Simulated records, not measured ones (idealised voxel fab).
Process module name: voxel ribs on slabs
Pictured: cross-section cut, 250 nm wide, on a grid of 5 nm square cells.
In this document a cross-section is written as a grid of square cells. It is given as a series of bands, listed from the top down, and a band is one or more rows of cells.
Top height, bottom height, nm. Materials left to right, width each, nm. Single material + "throughout" = fills band edge to edge. "empty" = empty.
A quick word on heights: they are counted from 0, and under that level the wafer as it came to us is one material throughout. The lowest band is different from the rest in having no bottom; it simply continues downward, written as in "from 0 down".
Graded width ("30 to 40"): value in top row of band = first number; value in bottom row = second number; row-to-row change constant.
When a step is marked "everything unchanged", none of the cells in the cross-section changed during that step.
For the entry "Entrapped void list", the listed items are empty spaces with no open way to the top whose size is 8 cells or more; each item follows the pattern width x height at distance, where distance is from the left edge and all three are in nm.
On each step's line, the part that comes after the settings is the simulator's own comment on the step.
A step's line can hold "overlay nm"; with a mask on that step, the setting says how far right of the planned place the mask lay, while a negative setting says it lay to the left.

[Steps in the process plan]
step 1: RECEIVE: material Si
step 2: DIRECTIONAL_DEP: material SiO2, thk nm 20
step 3: DIRECTIONAL_DEP: material SiN, thk nm 25
step 4: PATTERN: tone cover, mask id RIB, material resist, width nm 25, thk nm 15, overlay nm 0
step 5: DIRECTIONAL_ETCH: etch materials SiN, depth nm 5
step 6: STRIP: etch materials resist
step 7: DIRECTIONAL_DEP: material aC, thk nm 10
step 8: PATTERN: tone cover, mask id SLAB, material resist, width nm 55, thk nm 25, overlay nm 0
step 9: DIRECTIONAL_ETCH: etch materials aC, depth nm 10
step 10: STRIP: etch materials resist
step 11: DIRECTIONAL_ETCH: etch materials SiN, depth nm 20
step 12: STRIP: etch materials aC
step 13: FILL_DEP: material SiO2, thk nm 25
step 14: CMP: height nm 65
step 15: DIRECTIONAL_DEP: material TiN, thk nm 10
step 16: DIRECTIONAL_DEP: material aC, thk nm 15
step 17: PATTERN: tone cover, mask id HEATER, material resist, width nm 35, thk nm 35, overlay nm 0
step 18: DIRECTIONAL_ETCH: etch materials aC, depth nm 15
step 19: STRIP: etch materials resist
step 20: DIRECTIONAL_ETCH: etch materials TiN, depth nm 10
step 21: STRIP: etch materials aC
step 22: CONFORMAL_DEP: material SiN, thk nm 10

[First out of two wafers; run went to plan]

[Shown in cross-section is the wafer as received, that is, as it stands after step 1]
	from 0 down | Si throughout
	Entrapped void list: none

[Cross-sectional representation of the wafer at the conclusion of step 2]
	from 20 to 0 | SiO2 throughout
	below 0: unchanged

[Cross-sectional representation of the wafer at the conclusion of step 3]
	from 45 to 20 | SiN throughout
	below 20: unchanged

[Cross-sectional representation of the wafer at the conclusion of step 4]
	from 60 to 45 | 110 empty, then 25 resist, then 115 empty
	below 45: unchanged

[Cross-sectional representation of the wafer at the conclusion of step 5]
	from 60 to 45 | 110 empty, then 25 resist, then 115 empty
	from 45 to 40 | 110 empty, then 25 SiN, then 115 empty
	below 40: unchanged

[Cross-sectional representation of the wafer at the conclusion of step 6]
	from 45 to 40 | 110 empty, then 25 SiN, then 115 empty
	below 40: unchanged

[Cross-sectional representation of the wafer at the conclusion of step 7]
	from 55 to 50 | 110 empty, then 25 aC, then 115 empty
	from 50 to 45 | aC throughout
	from 45 to 40 | 110 aC, then 25 SiN, then 115 aC
	below 40: unchanged

[Cross-sectional representation of the wafer at the conclusion of step 8]
	from 80 to 55 | 95 empty, then 55 resist, then 100 empty
	from 55 to 50 | 95 empty, then 15 resist, then 25 aC, then 15 resist, then 100 empty
	below 50: unchanged

[Cross-sectional representation of the wafer at the conclusion of step 9]
	from 70 to 55 | 95 empty, then 55 resist, then 100 empty
	from 55 to 50 | 95 empty, then 15 resist, then 25 aC, then 15 resist, then 100 empty
	from 50 to 45 | 95 empty, then 55 aC, then 100 empty
	from 45 to 40 | 95 empty, then 15 aC, then 25 SiN, then 15 aC, then 100 empty
	below 40: unchanged

[Cross-sectional representation of the wafer at the conclusion of step 10]
	from 55 to 45 | 110 to 95 empty, then 25 to 55 aC, then 115 to 100 empty
	below 45: unchanged

[Cross-sectional representation of the wafer at the conclusion of step 11]
	from 55 to 45 | 110 to 95 empty, then 25 to 55 aC, then 115 to 100 empty
	from 45 to 40 | 95 empty, then 15 aC, then 25 SiN, then 15 aC, then 100 empty
	from 40 to 20 | 95 empty, then 55 SiN, then 100 empty
	below 20: unchanged

[Cross-sectional representation of the wafer at the conclusion of step 12]
	from 45 to 40 | 110 empty, then 25 SiN, then 115 empty
	below 40: unchanged

[Cross-sectional representation of the wafer at the conclusion of step 13]
	from 70 to 45 | SiO2 throughout
	from 45 to 40 | 110 SiO2, then 25 SiN, then 115 SiO2
	from 40 to 20 | 95 SiO2, then 55 SiN, then 100 SiO2
	below 20: unchanged

[Cross-sectional representation of the wafer at the conclusion of step 14]
	from 65 to 45 | SiO2 throughout
	below 45: unchanged

[Cross-sectional representation of the wafer at the conclusion of step 15]
	from 75 to 65 | TiN throughout
	below 65: unchanged

[Cross-sectional representation of the wafer at the conclusion of step 16]
	from 90 to 75 | aC throughout
	below 75: unchanged

[Cross-sectional representation of the wafer at the conclusion of step 17]
	from 125 to 90 | 105 empty, then 35 resist, then 110 empty
	below 90: unchanged

[Cross-sectional representation of the wafer at the conclusion of step 18]
	from 110 to 90 | 105 empty, then 35 resist, then 110 empty
	from 90 to 75 | 105 empty, then 35 aC, then 110 empty
	below 75: unchanged

[Cross-sectional representation of the wafer at the conclusion of step 19]
	from 90 to 75 | 105 empty, then 35 aC, then 110 empty
	below 75: unchanged

[Cross-sectional representation of the wafer at the conclusion of step 20]
	from 90 to 75 | 105 empty, then 35 aC, then 110 empty
	from 75 to 65 | 105 empty, then 35 TiN, then 110 empty
	below 65: unchanged

[Cross-sectional representation of the wafer at the conclusion of step 21]
	from 75 to 65 | 105 empty, then 35 TiN, then 110 empty
	below 65: unchanged

[Cross-sectional representation of the wafer at the conclusion of step 22]
	from 85 to 75 | 95 empty, then 55 SiN, then 100 empty
	from 75 to 65 | 105 SiN, then 35 TiN, then 110 SiN
	below 65: unchanged

[Now the other wafer: same start, same recipe, but we messed up one thing when running it. Up to and including step 13 it's the same as the first one]

[Cross-section: second wafer, time at which step 14 was scheduled to end]
	from 55 to 45 | SiO2 throughout
	below 45: unchanged

[Cross-section: second wafer, time at which step 15 was scheduled to end]
	from 65 to 55 | TiN throughout
	below 55: unchanged

[Cross-section: second wafer, time at which step 16 was scheduled to end]
	from 80 to 65 | aC throughout
	below 65: unchanged

[Cross-section: second wafer, time at which step 17 was scheduled to end]
	from 115 to 80 | 105 empty, then 35 resist, then 110 empty
	below 80: unchanged

[Cross-section: second wafer, time at which step 18 was scheduled to end]
	from 100 to 80 | 105 empty, then 35 resist, then 110 empty
	from 80 to 65 | 105 empty, then 35 aC, then 110 empty
	below 65: unchanged

[Cross-section: second wafer, time at which step 19 was scheduled to end]
	from 80 to 65 | 105 empty, then 35 aC, then 110 empty
	below 65: unchanged

[Cross-section: second wafer, time at which step 20 was scheduled to end]
	from 80 to 65 | 105 empty, then 35 aC, then 110 empty
	from 65 to 55 | 105 empty, then 35 TiN, then 110 empty
	below 55: unchanged

[Cross-section: second wafer, time at which step 21 was scheduled to end]
	from 65 to 55 | 105 empty, then 35 TiN, then 110 empty
	below 55: unchanged

[Cross-section: second wafer, time at which step 22 was scheduled to end]
	from 75 to 65 | 95 empty, then 55 SiN, then 100 empty
	from 65 to 55 | 105 SiN, then 35 TiN, then 110 SiN
	below 55: unchanged
Error vs. plan: step 14 did not use the planned setting and instead ran as CMP: height nm 55
It is noted that, at the conclusion of processing, the second wafer exhibits a higher or lower cell count for certain materials relative to the first: 100 fewer of SiO2
